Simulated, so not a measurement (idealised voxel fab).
The process module presented herein is designated voxel double patterning.
Pictured: cross-section cut, 240 nm wide, on a grid of 5 nm square cells.
Cross-section format: a grid of square cells, given as bands from top to bottom; each band is one or more rows of cells.
Look at the band entry: it leads with the top's height and the bottom's height in nm. Then it lists the materials left to right, with a width in nm for each. The word "full width" on a single material says that material fills the band edge to edge. The word "blank" is empty space.
Basically, 0 is our baseline, since under it the wafer straight out of the box is all one material. The bottom band has no lower end and keeps on going down, so it looks like "0..down".
The notation "30..40" denotes a width that varies across the rows of cells in the band, beginning at the first number in the top row, finishing at the second number in the bottom row, and changing by an identical amount from each row to the next.
The cross-section has no changed cell in any step marked "left unchanged".
Voids not open to the top, 8 cells minimum: see "Closed void list". Written width x height at distance; distance is from the left edge; nm.
On each step's line, the part that comes after the settings is the simulator's own comment on the step.
"overlay nm" denotes, for a step that has a mask, the displacement of the mask to the right of its planned place, with negative values corresponding to the left.
PROCESS STEPS (PLANNED)
- 1: RECEIVE [material Si]
- 2: CONFORMAL_DEP [material SiN] [thk nm 5]
- 3: DIRECTIONAL_DEP [material SiO2] [thk nm 10]
- 4: DIRECTIONAL_DEP [material SiCN] [thk nm 10]
- 5: PATTERN [tone open] [mask id FIRST] [material resist] [width nm 15] [pitch nm 50] [thk nm 15] [overlay nm 0]
- 6: DIRECTIONAL_ETCH [etch materials SiCN] [depth nm 10]
- 7: STRIP [etch materials resist]
- 8: MASKED_ETCH [tone open] [mask id SECOND] [width nm 15] [pitch nm 50] [etch materials SiCN] [depth nm 10] [overlay nm 0]
- 9: DIRECTIONAL_ETCH [etch materials SiO2] [depth nm 10]
- 10: STRIP [etch materials SiCN]
SHOWN IN CROSS-SECTION IS THE WAFER AS RECEIVED, THAT IS, AS IT STANDS AFTER STEP 1
  0..down: Si full width
  Closed void list: none
FINAL CROSS-SECTION, MODULE RUN WITH ONE MISTAKE (START AND PLAN AS ABOVE)
  15..10: SiN full width
  10..0: SiO2 full width
  0..down: Si full width
  Closed void list: none
Which mistake was made when the wafer was run? sequence error: steps 2 and 3 interchanged
